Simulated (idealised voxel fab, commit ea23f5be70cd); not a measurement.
The name of this process module is voxel self aligned vias.
The cross-section on display is named cut; it measures 275 nm wide, and its cells are 5 nm squares.
Cross-section spec: square-cell grid; bands listed top down; each band is one or more rows. Look at the band entry: it leads with the top's height and the bottom's height in nm. Then it lists the materials left to right, with a width in nm for each. The word "full width" on a single material says that material fills the band edge to edge. The word "empty" is empty space. Zero point of the height axis is 0; under it, received wafer = one material. Lowest band: continues down indefinitely, "z 0 and below". Quick explanation for "30->40": the width changes in equal steps down the rows of cells, from the first number in the band's top row to the second number in its bottom row. Where the words "nothing was modified" appear for a step, the cross-section shows no cell changed by that step; every cell remained as before. "Listed closed voids" lists enclosed empty spaces (at least 8 cells, no open path upward to the top), each as width x height at distance from the left edge, in nm. On a step's line, text after the settings is the simulator commenting on that step. overlay nm: for a step with a mask, the amount by which the mask lay right of where it was planned; a negative amount means left of it.
## Steps in the process plan
1) RECEIVE, material Si
2) CONFORMAL_DEP, material SiO2, thk nm 15
3) CONFORMAL_DEP, material SiCN, thk nm 5
4) DIRECTIONAL_DEP, material lowk, thk nm 30
5) DIRECTIONAL_DEP, material aC, thk nm 15
6) PATTERN, tone open, mask id LINES, material resist, width nm 20, pitch nm 60, thk nm 35, overlay nm 0
7) DIRECTIONAL_ETCH, etch materials aC, depth nm 15
8) STRIP, etch materials resist
9) DIRECTIONAL_ETCH, etch materials lowk, depth nm 30
10) STRIP, etch materials aC
11) CONFORMAL_DEP, material TiN, thk nm 5
12) FILL_DEP, material W, thk nm 10
13) CMP, height nm 50
14) SELECTIVE_ETCH, etch materials W Ru TiN, depth nm 5
15) FILL_DEP, material SiN, thk nm 5
16) CMP, height nm 50
17) DIRECTIONAL_DEP, material lowk, thk nm 20
18) MASKED_ETCH, tone open, mask id VIAS, width nm 30, pitch nm 60, etch materials lowk, depth nm 20, overlay nm 0
19) MASKED_ETCH, tone open, mask id VIAS, width nm 30, pitch nm 60, etch materials SiN, depth nm 5, overlay nm 0
20) CONFORMAL_DEP, material TiN, thk nm 5
21) FILL_DEP, material Cu, thk nm 10
22) CMP, height nm 70
23) CONFORMAL_DEP, material SiN, thk nm 5
## Shown in cross-section is the wafer as received, that is, as it stands after step 1
* z 0 and below | Si full width
* Listed closed voids: none
## End-of-module cross-section. Starting structure and process plan as above; one mistake made in running it
* z 75 to 70 | SiN full width
* z 70 to 55 | lowk=65, then TiN=5, then Cu=20, then TiN=5, then lowk=30, then TiN=5, then Cu=20, then TiN=5, then lowk=30, then TiN=5, then Cu=20, then TiN=5, then lowk=60
* z 55 to 50 | lowk=65, then TiN=5, then Cu=10, then TiN=15, then lowk=30, then TiN=5, then Cu=10, then TiN=15, then lowk=30, then TiN=5, then Cu=10, then TiN=15, then lowk=60
* z 50 to 45 | lowk=65, then TiN=20, then lowk=40, then TiN=20, then lowk=40, then TiN=20, then lowk=70
* z 45 to 25 | lowk=65, then TiN=5, then W=10, then TiN=5, then lowk=40, then TiN=5, then W=10, then TiN=5, then lowk=40, then TiN=5, then W=10, then TiN=5, then lowk=70
* z 25 to 20 | lowk=65, then TiN=20, then lowk=40, then TiN=20, then lowk=40, then TiN=20, then lowk=70
* z 20 to 15 | SiCN full width
* z 15 to 0 | SiO2 full width
* z 0 and below | Si full width
* Listed closed voids: none
Against the plan, the run slipped here: step 18 ran differently from the plan; actual operation with settings: MASKED_ETCH, tone open, mask id VIAS, width nm 30, pitch nm 60, etch materials lowk, depth nm 20, overlay nm 5
